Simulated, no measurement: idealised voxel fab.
Proc. module: voxel released beams
Shown is cross-section cut, with a width of 265 nm and square cells of size 5 nm.
Cross-section spec: square-cell grid; bands listed top down; each band is one or more rows. Within each band entry, the heights of the top and of the bottom of the band appear first, in that order and in nm; the materials of the band then follow from left to right, each with its corresponding width in nm. The designation "throughout" on a single material indicates that it fills the band from edge to edge; the designation "empty" indicates empty space. Height datum 0, below which the as-received substrate wafer is one material. Lowest band open at the bottom, running downward: "0 nm and below". Width "30..40": first value at the band's top row of cells, second value at its bottom row, equal change from row to row. You'll sometimes find "remained the same" written for a step, and that's the way of saying that nowhere in the cross-section did a cell change during that step. This entry, "Closed void entries", enumerates those empty regions of no fewer than 8 cells that possess no open connection to the top. Each region is reported in the form width x height at distance, the distance being taken from the left edge, with all three quantities expressed in nm. It should be noted that, on the line of a given step, the content following the step's settings is a remark produced by the simulator itself with respect to that step. Regarding "overlay nm": on a step with a mask, it is the distance the mask lay to the right of its planned place; a negative value places it to the left.
List of planned process steps
| 1 | RECEIVE: material Si |
| 2 | CONFORMAL_DEP: material SiN, thk nm 10 |
| 3 | DIRECTIONAL_DEP: material SiO2, thk nm 15 |
| 4 | DIRECTIONAL_DEP: material aC, thk nm 15 |
| 5 | PATTERN: tone open, mask id ANCHOR, material resist, width nm 25, thk nm 35, overlay nm 0 |
| 6 | DIRECTIONAL_ETCH: etch materials aC, depth nm 15 |
| 7 | STRIP: etch materials resist |
| 8 | DIRECTIONAL_ETCH: etch materials SiO2, depth nm 15 |
| 9 | STRIP: etch materials aC |
| 10 | CONFORMAL_DEP: material polySi, thk nm 10 |
| 11 | PATTERN: tone cover, mask id BEAM, material resist, width nm 70, thk nm 20, overlay nm 0 |
| 12 | DIRECTIONAL_ETCH: etch materials polySi, depth nm 10 |
| 13 | STRIP: etch materials resist |
| 14 | STRIP: etch materials SiO2 |
Run as planned: first of two wafers
Cross-sectional view of the wafer in its as-received condition, corresponding to the state after step 1
- 0 nm and below  Si throughout
- Closed void entries: none
Cross-section through the wafer, step 2 finished
- 10 nm to 0 nm  SiN throughout
- Heights below 0 show no change.
Cross-section through the wafer, step 3 finished
- 25 nm to 10 nm  SiO2 throughout
- Heights below 10 show no change.
Cross-section through the wafer, step 4 finished
- 40 nm to 25 nm  aC throughout
- Heights below 25 show no change.
Cross-section through the wafer, step 5 finished
- 75 nm to 40 nm  resist: 100, empty: 25, resist: 140
- Heights below 40 show no change.
Cross-section through the wafer, step 6 finished
- 60 nm to 40 nm  resist: 100, empty: 25, resist: 140
- 40 nm to 25 nm  aC: 100, empty: 25, aC: 140
- Heights below 25 show no change.
Cross-section through the wafer, step 7 finished
- 40 nm to 25 nm  aC: 100, empty: 25, aC: 140
- Heights below 25 show no change.
Cross-section through the wafer, step 8 finished
- 40 nm to 25 nm  aC: 100, empty: 25, aC: 140
- 25 nm to 10 nm  SiO2: 100, empty: 25, SiO2: 140
- Heights below 10 show no change.
Cross-section through the wafer, step 9 finished
- 25 nm to 10 nm  SiO2: 100, empty: 25, SiO2: 140
- Heights below 10 show no change.
Cross-section through the wafer, step 10 finished
- 35 nm to 25 nm  polySi: 110, empty: 5, polySi: 150
- 25 nm to 20 nm  SiO2: 100, polySi: 10, empty: 5, polySi: 10, SiO2: 140
- 20 nm to 10 nm  SiO2: 100, polySi: 25, SiO2: 140
- Heights below 10 show no change.
Cross-section through the wafer, step 11 finished
- 55 nm to 35 nm  empty: 95, resist: 70, empty: 100
- 35 nm to 25 nm  polySi: 110, resist: 5, polySi: 150
- 25 nm to 20 nm  SiO2: 100, polySi: 10, resist: 5, polySi: 10, SiO2: 140
- Heights below 20 show no change.
Cross-section through the wafer, step 12 finished
- 55 nm to 35 nm  empty: 95, resist: 70, empty: 100
- 35 nm to 25 nm  empty: 95, polySi: 15, resist: 5, polySi: 50, empty: 100
- Heights below 25 show no change.
Cross-section through the wafer, step 13 finished
- 35 nm to 25 nm  empty: 95, polySi: 15, empty: 5, polySi: 50, empty: 100
- 25 nm to 20 nm  SiO2: 100, polySi: 10, empty: 5, polySi: 10, SiO2: 140
- Heights below 20 show no change.
Cross-section through the wafer, step 14 finished
- 35 nm to 25 nm  empty: 95, polySi: 15, empty: 5, polySi: 50, empty: 100
- 25 nm to 20 nm  empty: 100, polySi: 10, empty: 5, polySi: 10, empty: 140
- 20 nm to 10 nm  empty: 100, polySi: 25, empty: 140
- Heights below 10 show no change.
What follows concerns the second wafer, which started out like the first and was meant to follow the very same plan; one mistake crept in when it was run, but everything up to and including step 1 is the same as for the first wafer
Cross-section, second wafer, at the end time the plan gives for step 2
- 15 nm to 0 nm  SiO2 throughout
- Heights below 0 show no change.
Cross-section, second wafer, at the end time the plan gives for step 3
- 25 nm to 15 nm  SiN throughout
- Heights below 15 show no change.
Cross-section, second wafer, at the end time the plan gives for step 4
- 40 nm to 25 nm  aC throughout
- Heights below 25 show no change.
Cross-section, second wafer, at the end time the plan gives for step 5
- 75 nm to 40 nm  resist: 100, empty: 25, resist: 140
- Heights below 40 show no change.
Cross-section, second wafer, at the end time the plan gives for step 6
- 60 nm to 40 nm  resist: 100, empty: 25, resist: 140
- 40 nm to 25 nm  aC: 100, empty: 25, aC: 140
- Heights below 25 show no change.
Cross-section, second wafer, at the end time the plan gives for step 7
- 40 nm to 25 nm  aC: 100, empty: 25, aC: 140
- Heights below 25 show no change.
Cross-section, second wafer, at the end time the plan gives for step 8: remained the same
Cross-section, second wafer, at the end time the plan gives for step 9
- 25 nm to 15 nm  SiN throughout
- Heights below 15 show no change.
Cross-section, second wafer, at the end time the plan gives for step 10
- 35 nm to 25 nm  polySi throughout
- Heights below 25 show no change.
Cross-section, second wafer, at the end time the plan gives for step 11
- 55 nm to 35 nm  empty: 95, resist: 70, empty: 100
- Heights below 35 show no change.
Cross-section, second wafer, at the end time the plan gives for step 12
- 55 nm to 35 nm  empty: 95, resist: 70, empty: 100
- 35 nm to 25 nm  empty: 95, polySi: 70, empty: 100
- Heights below 25 show no change.
Cross-section, second wafer, at the end time the plan gives for step 13
- 35 nm to 25 nm  empty: 95, polySi: 70, empty: 100
- Heights below 25 show no change.
Cross-section, second wafer, at the end time the plan gives for step 14: remained the same
Deviation noted in wafer processing: so 2 and 3 got swapped relative to the plan, each ran where the other was supposed to
Wafer comparison, final, in cells, second relative to first, materials more or fewer: SiO2: 159 more, polySi: 12 fewer
